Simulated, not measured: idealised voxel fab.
Name of the process module below: voxel tone inversion
Square cells of 5 nm make up the cross-section cut, whose width is 230 nm.
Throughout this document, each cross-section is represented as a grid of square cells and is presented as a sequence of bands enumerated from the top downward, where a band comprises one or more rows of cells.
Heights first: top, then bottom, in nm. Then materials, left to right, each with a width in nm. "edge to edge" on a single material: fills the band edge to edge. "air": empty space.
We count height from 0. Below that, the starting wafer is all one material. The lowest band never ends at the bottom but goes on down; see "0..down" for how that is written.
A width such as "30->40" changes by the same amount from each row of cells to the next, from the band's top row to its bottom row.
Reading "no change" for a step: not a cell of the cross-section changed in it.
The list in "Closed empty spaces" covers empty spaces of 8 cells or more that cannot reach the top through any open way, and it gives each as width x height at distance; the distance is from the left edge, and width, height and distance are in nm.
Post-settings text on a step line: simulator's own remark regarding the step.
overlay nm, on a step with a mask: how far to the right of its planned place the mask lay; to the left if negative

[Process steps (planned)]
1: RECEIVE (material Si)
2: CONFORMAL_DEP (material SiCN; thk nm 10)
3: DIRECTIONAL_DEP (material aC; thk nm 25)
4: PATTERN (tone cover; mask id POSTS; material resist; width nm 20; pitch nm 35; thk nm 30; overlay nm 0)
5: DIRECTIONAL_ETCH (etch materials aC; depth nm 25)
6: STRIP (etch materials resist)
7: FILL_DEP (material SiO2; thk nm 10)
8: CMP (height nm 35)
9: STRIP (etch materials aC)

[Step 1 complete: cross-section of the wafer as received]
> 0..down | Si edge to edge
> Closed empty spaces: none

[End-of-module cross-section. Starting structure and process plan as above; one mistake made in running it]
> 35..10 | 70 air | 20 aC | 15 air | 20 aC | 15 air | 20 aC | 70 air
> 10..0 | SiCN edge to edge
> 0..down | Si edge to edge
> Closed empty spaces: none
Diagnosis: step 9 ran as: STRIP (etch materials SiO2)
